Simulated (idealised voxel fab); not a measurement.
process module | voxel ribs on slabs
cross-section cut | 270 nm wide | cells 5 nm
A cross-section is a grid of square cells, given in bands from the top down. A band is one or more rows of cells.
Each band's line starts with the height of the band's top and of its bottom, in nm. Then come its materials from left to right, each with its width in nm. One material with "throughout" fills the band from edge to edge. "air" is empty space.
Height 0 is the level under which the wafer as received is all one material. The lowest band goes on downwards, as in "0 down".
A width such as "30 to 40" changes by the same amount from each row of cells to the next, from the band's top row to its bottom row.
"no change" after a step means that no cell of the cross-section changed.
closed voids: empty space of 8 cells or more with no open way to the top, each as width x height at its distance from the left edge, in nm
after a step's settings: what the simulator itself notes on the step
overlay nm, on a step with a mask: how far to the right of its planned place the mask lay; to the left if negative
plan
1 op RECEIVE | material Si
2 op DIRECTIONAL_DEP | material SiO2 | thk nm 25
3 op DIRECTIONAL_DEP | material polySi | thk nm 25
4 op DIRECTIONAL_DEP | material aC | thk nm 15
5 op PATTERN | tone cover | mask id RIB | material resist | width nm 15 | thk nm 35 | overlay nm 0
6 op DIRECTIONAL_ETCH | etch materials aC | depth nm 15
7 op STRIP | etch materials resist
8 op DIRECTIONAL_ETCH | etch materials polySi | depth nm 15
9 op STRIP | etch materials aC
10 op PATTERN | tone cover | mask id SLAB | material resist | width nm 75 | thk nm 20 | overlay nm 0
11 op DIRECTIONAL_ETCH | etch materials polySi | depth nm 10
12 op STRIP | etch materials resist
13 op FILL_DEP | material SiO2 | thk nm 20
14 op CMP | height nm 60
15 op DIRECTIONAL_DEP | material W | thk nm 5
16 op DIRECTIONAL_DEP | material aC | thk nm 10
17 op PATTERN | tone cover | mask id HEATER | material resist | width nm 25 | thk nm 30 | overlay nm 0
18 op DIRECTIONAL_ETCH | etch materials aC | depth nm 10
19 op STRIP | etch materials resist
20 op DIRECTIONAL_ETCH | etch materials W | depth nm 5
21 op STRIP | etch materials aC
22 op CONFORMAL_DEP | material SiO2 | thk nm 5
first wafer, as planned
as received, after step 1
  0 down: Si throughout
  closed voids: none
after step 2
  25 to 0: SiO2 throughout
  below 0: unchanged
after step 3
  50 to 25: polySi throughout
  below 25: unchanged
after step 4
  65 to 50: aC throughout
  below 50: unchanged
after step 5
  100 to 65: air 125 | resist 15 | air 130
  below 65: unchanged
after step 6
  85 to 65: air 125 | resist 15 | air 130
  65 to 50: air 125 | aC 15 | air 130
  below 50: unchanged
after step 7
  65 to 50: air 125 | aC 15 | air 130
  below 50: unchanged
after step 8
  65 to 50: air 125 | aC 15 | air 130
  50 to 35: air 125 | polySi 15 | air 130
  below 35: unchanged
after step 9
  50 to 35: air 125 | polySi 15 | air 130
  below 35: unchanged
after step 10
  70 to 50: air 95 | resist 75 | air 100
  50 to 35: air 95 | resist 30 | polySi 15 | resist 30 | air 100
  below 35: unchanged
after step 11
  70 to 50: air 95 | resist 75 | air 100
  50 to 35: air 95 | resist 30 | polySi 15 | resist 30 | air 100
  35 to 25: air 95 | polySi 75 | air 100
  below 25: unchanged
after step 12
  50 to 35: air 125 | polySi 15 | air 130
  below 35: unchanged
after step 13
  70 to 50: SiO2 throughout
  50 to 35: SiO2 125 | polySi 15 | SiO2 130
  35 to 25: SiO2 95 | polySi 75 | SiO2 100
  below 25: unchanged
after step 14
  60 to 50: SiO2 throughout
  below 50: unchanged
after step 15
  65 to 60: W throughout
  below 60: unchanged
after step 16
  75 to 65: aC throughout
  below 65: unchanged
after step 17
  105 to 75: air 120 | resist 25 | air 125
  below 75: unchanged
after step 18
  95 to 75: air 120 | resist 25 | air 125
  75 to 65: air 120 | aC 25 | air 125
  below 65: unchanged
after step 19
  75 to 65: air 120 | aC 25 | air 125
  below 65: unchanged
after step 20
  75 to 65: air 120 | aC 25 | air 125
  65 to 60: air 120 | W 25 | air 125
  below 60: unchanged
after step 21
  65 to 60: air 120 | W 25 | air 125
  below 60: unchanged
after step 22
  70 to 65: air 115 | SiO2 35 | air 120
  65 to 60: SiO2 120 | W 25 | SiO2 125
  below 60: unchanged
second wafer: like start, like plan, one mistake. Through step 3 it matches the first wafer
when step 4 should have ended
  65 to 50: SiO2 throughout
  below 50: unchanged
when step 5 should have ended
  100 to 65: air 125 | resist 15 | air 130
  below 65: unchanged
when step 6 should have ended
  85 to 65: air 125 | resist 15 | air 130
  below 65: unchanged
when step 7 should have ended
  65 to 50: SiO2 throughout
  below 50: unchanged
when step 8 should have ended: no change
when step 9 should have ended: no change
when step 10 should have ended
  85 to 65: air 95 | resist 75 | air 100
  below 65: unchanged
when step 11 should have ended: no change
when step 12 should have ended
  65 to 50: SiO2 throughout
  below 50: unchanged
when step 13 should have ended
  85 to 50: SiO2 throughout
  below 50: unchanged
when step 14 should have ended
  60 to 50: SiO2 throughout
  below 50: unchanged
when step 15 should have ended
  65 to 60: W throughout
  below 60: unchanged
when step 16 should have ended
  75 to 65: aC throughout
  below 65: unchanged
when step 17 should have ended
  105 to 75: air 120 | resist 25 | air 125
  below 75: unchanged
when step 18 should have ended
  95 to 75: air 120 | resist 25 | air 125
  75 to 65: air 120 | aC 25 | air 125
  below 65: unchanged
when step 19 should have ended
  75 to 65: air 120 | aC 25 | air 125
  below 65: unchanged
when step 20 should have ended
  75 to 65: air 120 | aC 25 | air 125
  65 to 60: air 120 | W 25 | air 125
  below 60: unchanged
when step 21 should have ended
  65 to 60: air 120 | W 25 | air 125
  below 60: unchanged
when step 22 should have ended
  70 to 65: air 115 | SiO2 35 | air 120
  65 to 60: SiO2 120 | W 25 | SiO2 125
  below 60: unchanged
what went wrong: step 4 ran as: op DIRECTIONAL_DEP | material SiO2 | thk nm 15
at the end the second wafer has, in cells: 231 fewer of SiO2 | 231 more of polySi
